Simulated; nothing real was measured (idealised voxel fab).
Process module in this document: voxel ribs on slabs
Displayed cross-section: cut, width of 260 nm, square cells sized 5 nm.
Notation: cross-section as square-cell grid; stated in bands, top first, going down; one or more cell rows per band. Heights first: top, then bottom, in nm. Then materials, left to right, each with a width in nm. "full width" on a single material: fills the band edge to edge. "air": empty space. Where do heights start? At 0: under that level the wafer as delivered is made of one material only. And the lowest band has no floor; it just carries on downward, as in "from 0 down". The notation "30..40" denotes a width that varies across the rows of cells in the band, beginning at the first number in the top row, finishing at the second number in the bottom row, and changing by an identical amount from each row to the next. Given "remains unaltered" for a step, no cell of the cross-section differs between before and after that step. For the entry "closed voids", the listed items are empty spaces with no open way to the top whose size is 8 cells or more; each item follows the pattern width x height at distance, where distance is from the left edge and all three are in nm. Text after the settings on a step's line: the simulator's own remark on that step. The line of a step may include "overlay nm". On a step with a mask, this value is how far to the right of its planned place the mask lay. A negative value means the mask lay to the left.

### This section lists the process steps that were planned
| 1 | RECEIVE | material Si |
| 2 | DIRECTIONAL_DEP | material SiO2 | thk nm 30 |
| 3 | DIRECTIONAL_DEP | material SiN | thk nm 15 |
| 4 | PATTERN | tone cover | mask id RIB | material resist | width nm 25 | thk nm 15 | overlay nm 0 |
| 5 | DIRECTIONAL_ETCH | etch materials SiN | depth nm 5 |
| 6 | STRIP | etch materials resist |
| 7 | MASKED_ETCH | tone cover | mask id SLAB | width nm 55 | etch materials SiN | depth nm 10 | overlay nm -15 |
| 8 | FILL_DEP | material SiO2 | thk nm 25 |
| 9 | CMP | height nm 65 |
| 10 | DIRECTIONAL_DEP | material TiN | thk nm 5 |
| 11 | MASKED_ETCH | tone cover | mask id HEATER | width nm 35 | etch materials TiN | depth nm 5 | overlay nm 0 |
| 12 | CONFORMAL_DEP | material SiO2 | thk nm 5 |
The overlay nm used in step 7 is not the same on every wafer, whereas the starting condition is; the value printed in the plan is the first wafer's.

### Cross-section, first of several wafers, as delivered after step 1
  from 0 down = Si full width
  closed voids: none

### Shown in cross-section: the first of several wafers at the end of the module, after its last step, step 12
  from 75 to 70 = air=105  SiO2=45  air=110
  from 70 to 65 = SiO2=110  TiN=35  SiO2=115
  from 65 to 45 = SiO2 full width
  from 45 to 40 = SiO2=115  SiN=25  SiO2=120
  from 40 to 30 = SiO2=85  SiN=55  SiO2=120
  from 30 to 0 = SiO2 full width
  from 0 down = Si full width
  closed voids: none

### Sectional view of the last wafer upon completion of the module
  from 75 to 70 = air=105  SiO2=45  air=110
  from 70 to 65 = SiO2=110  TiN=35  SiO2=115
  from 65 to 45 = SiO2 full width
  from 45 to 40 = SiO2=115  SiN=25  SiO2=120
  from 40 to 30 = SiO2=115  SiN=55  SiO2=90
  from 30 to 0 = SiO2 full width
  from 0 down = Si full width
  closed voids: none

### The following table contains a row per wafer, in which are reported, at the conclusion of the module, the cells of each material gained (+) or lost (-) since the wafer's receipt, with its closed voids given thereafter
overlay nm -15; +27 SiN; +703 SiO2; +7 TiN; closed voids: none
overlay nm -10; +27 SiN; +703 SiO2; +7 TiN; closed voids: none
overlay nm -5; +27 SiN; +703 SiO2; +7 TiN; closed voids: none
overlay nm 0; +27 SiN; +703 SiO2; +7 TiN; closed voids: none
overlay nm 5; +27 SiN; +703 SiO2; +7 TiN; closed voids: none
overlay nm 10; +27 SiN; +703 SiO2; +7 TiN; closed voids: none
overlay nm 15; +27 SiN; +703 SiO2; +7 TiN; closed voids: none
